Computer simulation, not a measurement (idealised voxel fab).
The name of this process module is voxel ribs on slabs.
The figure presents cross-section cut, which has a width of 175 nm and is divided into square cells with an edge length of 5 nm.
Cross-section, as written here: a square-cell grid given band by band from the top down, where a band holds one or more rows of cells. Top, bottom (nm), then materials left to right with widths (nm); lone material tagged "all across" fills the whole band edge to edge; "empty" = empty space. Heads up on the height convention: 0 is the point under which the incoming wafer is all one material, and the lowest band has no bottom, it just keeps going down, like "from 0 down". When a width is written as two numbers, as in "30..40", the first number is the width in the top row of cells of the band and the second is the width in its bottom row, and the width changes by the same amount from each row to the next. "nothing different" means the step left every cell of the cross-section as it was. The entry "Voids, sealed" lists the empty spaces that cover at least 8 cells and have no open path to the top. Each is written as width x height at distance, where the distance is measured from the left edge and all three values are in nm. On a step's line, text after the settings is the simulator commenting on that step. For masked steps, "overlay nm" on the step line gives how far right of plan the mask actually lay; a minus sign means it lay to the left.
-- Set out below are the planned steps of the process
1. RECEIVE | material Si
2. DIRECTIONAL_DEP | material SiO2 | thk nm 20
3. DIRECTIONAL_DEP | material polySi | thk nm 20
4. PATTERN | tone cover | mask id RIB | material resist | width nm 20 | thk nm 20 | overlay nm 0
5. DIRECTIONAL_ETCH | etch materials polySi | depth nm 10
6. STRIP | etch materials resist
7. MASKED_ETCH | tone cover | mask id SLAB | width nm 50 | etch materials polySi | depth nm 10 | overlay nm 0
8. FILL_DEP | material SiO2 | thk nm 25
9. CMP | height nm 60
10. DIRECTIONAL_DEP | material TiN | thk nm 5
11. MASKED_ETCH | tone cover | mask id HEATER | width nm 30 | etch materials TiN | depth nm 5 | overlay nm 0
12. CONFORMAL_DEP | material SiN | thk nm 5
-- First of two wafers - as planned
-- Received-state cross-section, reflecting completion of step 1
	from 0 down | Si all across
	Voids, sealed: none
-- Cross-sectional representation of the wafer at the conclusion of step 2
	from 20 to 0 | SiO2 all across
	For the remainder of the cross-section, below 0, there is no change.
-- Cross-sectional representation of the wafer at the conclusion of step 3
	from 40 to 20 | polySi all across
	For the remainder of the cross-section, below 20, there is no change.
-- Cross-sectional representation of the wafer at the conclusion of step 4
	from 60 to 40 | empty (75), resist (20), empty (80)
	For the remainder of the cross-section, below 40, there is no change.
-- Cross-sectional representation of the wafer at the conclusion of step 5
	from 60 to 40 | empty (75), resist (20), empty (80)
	from 40 to 30 | empty (75), polySi (20), empty (80)
	For the remainder of the cross-section, below 30, there is no change.
-- Cross-sectional representation of the wafer at the conclusion of step 6
	from 40 to 30 | empty (75), polySi (20), empty (80)
	For the remainder of the cross-section, below 30, there is no change.
-- Cross-sectional representation of the wafer at the conclusion of step 7
	from 40 to 30 | empty (75), polySi (20), empty (80)
	from 30 to 20 | empty (60), polySi (50), empty (65)
	For the remainder of the cross-section, below 20, there is no change.
-- Cross-sectional representation of the wafer at the conclusion of step 8
	from 65 to 40 | SiO2 all across
	from 40 to 30 | SiO2 (75), polySi (20), SiO2 (80)
	from 30 to 20 | SiO2 (60), polySi (50), SiO2 (65)
	For the remainder of the cross-section, below 20, there is no change.
-- Cross-sectional representation of the wafer at the conclusion of step 9
	from 60 to 40 | SiO2 all across
	For the remainder of the cross-section, below 40, there is no change.
-- Cross-sectional representation of the wafer at the conclusion of step 10
	from 65 to 60 | TiN all across
	For the remainder of the cross-section, below 60, there is no change.
-- Cross-sectional representation of the wafer at the conclusion of step 11
	from 65 to 60 | empty (70), TiN (30), empty (75)
	For the remainder of the cross-section, below 60, there is no change.
-- Cross-sectional representation of the wafer at the conclusion of step 12
	from 70 to 65 | empty (65), SiN (40), empty (70)
	from 65 to 60 | SiN (70), TiN (30), SiN (75)
	For the remainder of the cross-section, below 60, there is no change.
-- Second wafer - shared start and plan with the first - one error in running - same as the first up to step 11 inclusive
-- Second wafer, sectioned view, at step 12's planned end time
	from 80 to 75 | empty (55), SiN (60), empty (60)
	from 75 to 65 | SiN all across
	from 65 to 60 | SiN (70), TiN (30), SiN (75)
	For the remainder of the cross-section, below 60, there is no change.
Error vs. plan: so step 12 ended up running with a different setting than we planned, it ran as CONFORMAL_DEP | material SiN | thk nm 15
Wrapping up, a cell-based count of both wafers puts the second over or under the first for these materials: 74 more of SiN
